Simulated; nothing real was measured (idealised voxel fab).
process module | voxel capacitor over wiring
cross-section cut | 240 nm wide | cells 5 nm
A cross-section is a grid of square cells, given in bands from the top down. A band is one or more rows of cells.
Each band's line starts with the height of the band's top and of its bottom, in nm. Then come its materials from left to right, each with its width in nm. One material with "throughout" fills the band from edge to edge. "air" is empty space.
Height 0 is the level under which the wafer as received is all one material. The lowest band goes on downwards, as in "0 down".
A width such as "30 to 40" changes by the same amount from each row of cells to the next, from the band's top row to its bottom row.
"no change" after a step means that no cell of the cross-section changed.
closed voids: empty space of 8 cells or more with no open way to the top, each as width x height at its distance from the left edge, in nm
after a step's settings: what the simulator itself notes on the step
overlay nm, on a step with a mask: how far to the right of its planned place the mask lay; to the left if negative
plan
1 op RECEIVE | material Si
2 op CONFORMAL_DEP | material SiO2 | thk nm 15
3 op DIRECTIONAL_DEP | material TiN | thk nm 5
4 op DIRECTIONAL_DEP | material W | thk nm 25
5 op PATTERN | tone cover | mask id METAL_1 | material resist | width nm 25 | pitch nm 90 | thk nm 20 | overlay nm 0
6 op DIRECTIONAL_ETCH | etch materials W | depth nm 25
7 op DIRECTIONAL_ETCH | etch materials TiN | depth nm 5
8 op STRIP | etch materials resist
9 op CONFORMAL_DEP | material SiN | thk nm 5
10 op FILL_DEP | material lowk | thk nm 5
11 op CMP | height nm 45
12 op CONFORMAL_DEP | material SiCN | thk nm 5
13 op DIRECTIONAL_DEP | material SiO2 | thk nm 15
14 op DIRECTIONAL_DEP | material aC | thk nm 15
15 op PATTERN | tone open | mask id PLUG_1 | material resist | width nm 15 | thk nm 30 | overlay nm 0
16 op DIRECTIONAL_ETCH | etch materials aC | depth nm 15
17 op STRIP | etch materials resist
18 op DIRECTIONAL_ETCH | etch materials SiO2 | depth nm 15
19 op DIRECTIONAL_ETCH | etch materials SiCN | depth nm 5
20 op STRIP | etch materials aC
21 op CONFORMAL_DEP | material TiN | thk nm 5
22 op FILL_DEP | material Ru | thk nm 10
23 op CMP | height nm 65
24 op DIRECTIONAL_DEP | material TiN | thk nm 5
25 op DIRECTIONAL_DEP | material Al2O3 | thk nm 5
26 op DIRECTIONAL_DEP | material TiN | thk nm 5
27 op DIRECTIONAL_DEP | material aC | thk nm 10
28 op PATTERN | tone cover | mask id UPPER_PLATE | material resist | width nm 70 | thk nm 25 | overlay nm 0
29 op DIRECTIONAL_ETCH | etch materials aC | depth nm 10
30 op STRIP | etch materials resist
31 op DIRECTIONAL_ETCH | etch materials TiN | depth nm 5
32 op DIRECTIONAL_ETCH | etch materials Al2O3 | depth nm 5
33 op STRIP | etch materials aC
34 op PATTERN | tone cover | mask id LOWER_PLATE | material resist | width nm 80 | thk nm 15 | overlay nm 0
35 op DIRECTIONAL_ETCH | etch materials TiN | depth nm 5
36 op STRIP | etch materials resist
37 op FILL_DEP | material SiO2 | thk nm 15
38 op CMP | height nm 90
39 op PATTERN | tone open | mask id PLUG_2 | material resist | width nm 15 | thk nm 15 | overlay nm 0
40 op DIRECTIONAL_ETCH | etch materials SiO2 | depth nm 10
41 op STRIP | etch materials resist
42 op CONFORMAL_DEP | material TiN | thk nm 5
43 op FILL_DEP | material Ru | thk nm 5
44 op CMP | height nm 90
45 op CONFORMAL_DEP | material SiN | thk nm 5
varied across the wafers: thk nm of step 26. The plan shows the first wafer's value. All wafers start alike
first wafer as received, after step 1
  0 down: Si throughout
  closed voids: none
first wafer at the end, after step 45
  95 to 90: SiN throughout
  90 to 85: SiO2 80 | TiN 5 | Ru 5 | TiN 5 | SiO2 145
  85 to 75: SiO2 80 to 70 | TiN 15 to 70 | SiO2 145 to 100
  75 to 70: SiO2 70 | Al2O3 70 | SiO2 100
  70 to 65: SiO2 65 | TiN 80 | SiO2 95
  65 to 50: SiO2 70 | TiN 5 | Ru 5 | TiN 5 | SiO2 155
  50 to 45: SiCN 70 | TiN 15 | SiCN 155
  45 to 20: lowk 55 | SiN 5 | W 25 | SiN 5 | lowk 55 | SiN 5 | W 25 | SiN 5 | lowk 60
  20 to 15: SiN 60 | TiN 25 | SiN 65 | TiN 25 | SiN 65
  15 to 0: SiO2 throughout
  0 down: Si throughout
  closed voids: none
last wafer at the end
  95 to 90: SiN throughout
  90 to 85: SiO2 65 | TiN 80 | SiO2 95
  85 to 75: TiN throughout
  75 to 70: Al2O3 throughout
  70 to 65: TiN throughout
  65 to 50: SiO2 70 | TiN 5 | Ru 5 | TiN 5 | SiO2 155
  50 to 45: SiCN 70 | TiN 15 | SiCN 155
  45 to 20: lowk 55 | SiN 5 | W 25 | SiN 5 | lowk 55 | SiN 5 | W 25 | SiN 5 | lowk 60
  20 to 15: SiN 60 | TiN 25 | SiN 65 | TiN 25 | SiN 65
  15 to 0: SiO2 throughout
  0 down: Si throughout
  closed voids: none
each wafer at the end: cells of each material gained (+) or lost (-) since it was received, then its closed voids
thk nm 5 | +14 Al2O3 | +4 Ru | +45 SiCN | +106 SiN | +469 SiO2 | +54 TiN | +50 W | +170 lowk | closed voids: none
thk nm 10 | +48 Al2O3 | +3 Ru | +45 SiCN | +106 SiN | +390 SiO2 | +100 TiN | +50 W | +170 lowk | closed voids: none
thk nm 15 | +48 Al2O3 | +3 Ru | +45 SiCN | +106 SiN | +345 SiO2 | +145 TiN | +50 W | +170 lowk | closed voids: none
thk nm 20 | +48 Al2O3 | +3 Ru | +45 SiCN | +106 SiN | +311 SiO2 | +179 TiN | +50 W | +170 lowk | closed voids: none
